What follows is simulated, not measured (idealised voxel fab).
process module | voxel wiring stack
cross-section cut | 295 nm wide | cells 5 nm
A cross-section is a grid of square cells, given in bands from the top down. A band is one or more rows of cells.
Each band's line starts with the height of the band's top and of its bottom, in nm. Then come its materials from left to right, each with its width in nm. One material with "throughout" fills the band from edge to edge. "air" is empty space.
Height 0 is the level under which the wafer as received is all one material. The lowest band goes on downwards, as in "0 down".
A width such as "30 to 40" changes by the same amount from each row of cells to the next, from the band's top row to its bottom row.
"no change" after a step means that no cell of the cross-section changed.
closed voids: empty space of 8 cells or more with no open way to the top, each as width x height at its distance from the left edge, in nm
after a step's settings: what the simulator itself notes on the step
overlay nm, on a step with a mask: how far to the right of its planned place the mask lay; to the left if negative
plan
1 op RECEIVE | material Si
2 op CONFORMAL_DEP | material SiO2 | thk nm 10
3 op DIRECTIONAL_DEP | material TiN | thk nm 5
4 op DIRECTIONAL_DEP | material Ru | thk nm 15
5 op PATTERN | tone cover | mask id METAL_1 | material resist | width nm 30 | pitch nm 60 | thk nm 20 | overlay nm 0
6 op DIRECTIONAL_ETCH | etch materials Ru | depth nm 15
7 op DIRECTIONAL_ETCH | etch materials TiN | depth nm 5
8 op STRIP | etch materials resist
9 op FILL_DEP | material SiO2 | thk nm 5
10 op CMP | height nm 30
11 op CONFORMAL_DEP | material SiCN | thk nm 5
12 op DIRECTIONAL_DEP | material SiO2 | thk nm 20
13 op MASKED_ETCH | tone open | mask id PLUG_1 | width nm 15 | pitch nm 120 | etch materials SiO2 | depth nm 20 | overlay nm 0
14 op MASKED_ETCH | tone open | mask id PLUG_1 | width nm 15 | pitch nm 120 | etch materials SiCN | depth nm 5 | overlay nm 0
15 op EPI | material Ru | thk nm 10
16 op EPI | material Ru | thk nm 10
17 op EPI | material Ru | thk nm 5
18 op DIRECTIONAL_DEP | material TiN | thk nm 5
19 op DIRECTIONAL_DEP | material Ru | thk nm 25
20 op MASKED_ETCH | tone cover | mask id METAL_2 | width nm 30 | pitch nm 60 | etch materials Ru | depth nm 25 | overlay nm 0
21 op MASKED_ETCH | tone cover | mask id METAL_2 | width nm 30 | pitch nm 60 | etch materials TiN | depth nm 5 | overlay nm 0
22 op CONFORMAL_DEP | material SiCN | thk nm 5
23 op FILL_DEP | material SiO2 | thk nm 5
24 op CMP | height nm 85
25 op CONFORMAL_DEP | material SiCN | thk nm 5
as received, after step 1
  0 down: Si throughout
  closed voids: none
a wafer at the end: this start, this plan, one mistake
  90 to 85: SiCN throughout
  85 to 60: SiO2 35 | SiCN 5 | Ru 30 | SiCN 5 | SiO2 20 | SiCN 5 | Ru 30 | SiCN 5 | SiO2 20 | SiCN 5 | Ru 30 | SiCN 5 | SiO2 20 | SiCN 5 | Ru 30 | SiCN 5 | SiO2 40
  60 to 55: SiCN 40 | TiN 30 | SiCN 30 | TiN 30 | SiCN 30 | TiN 30 | SiCN 30 | TiN 30 | SiCN 45
  55 to 35: SiO2 40 | Ru 15 | SiO2 105 | Ru 15 | SiO2 120
  35 to 30: SiCN 40 | Ru 15 | SiCN 105 | Ru 15 | SiCN 120
  30 to 15: SiO2 50 | Ru 30 | SiO2 30 | Ru 30 | SiO2 30 | Ru 30 | SiO2 30 | Ru 30 | SiO2 35
  15 to 10: SiO2 50 | TiN 30 | SiO2 30 | TiN 30 | SiO2 30 | TiN 30 | SiO2 30 | TiN 30 | SiO2 35
  10 to 0: SiO2 throughout
  0 down: Si throughout
  closed voids: none
what went wrong: step 5 ran as: op PATTERN | tone cover | mask id METAL_1 | material resist | width nm 30 | pitch nm 60 | thk nm 20 | overlay nm 10
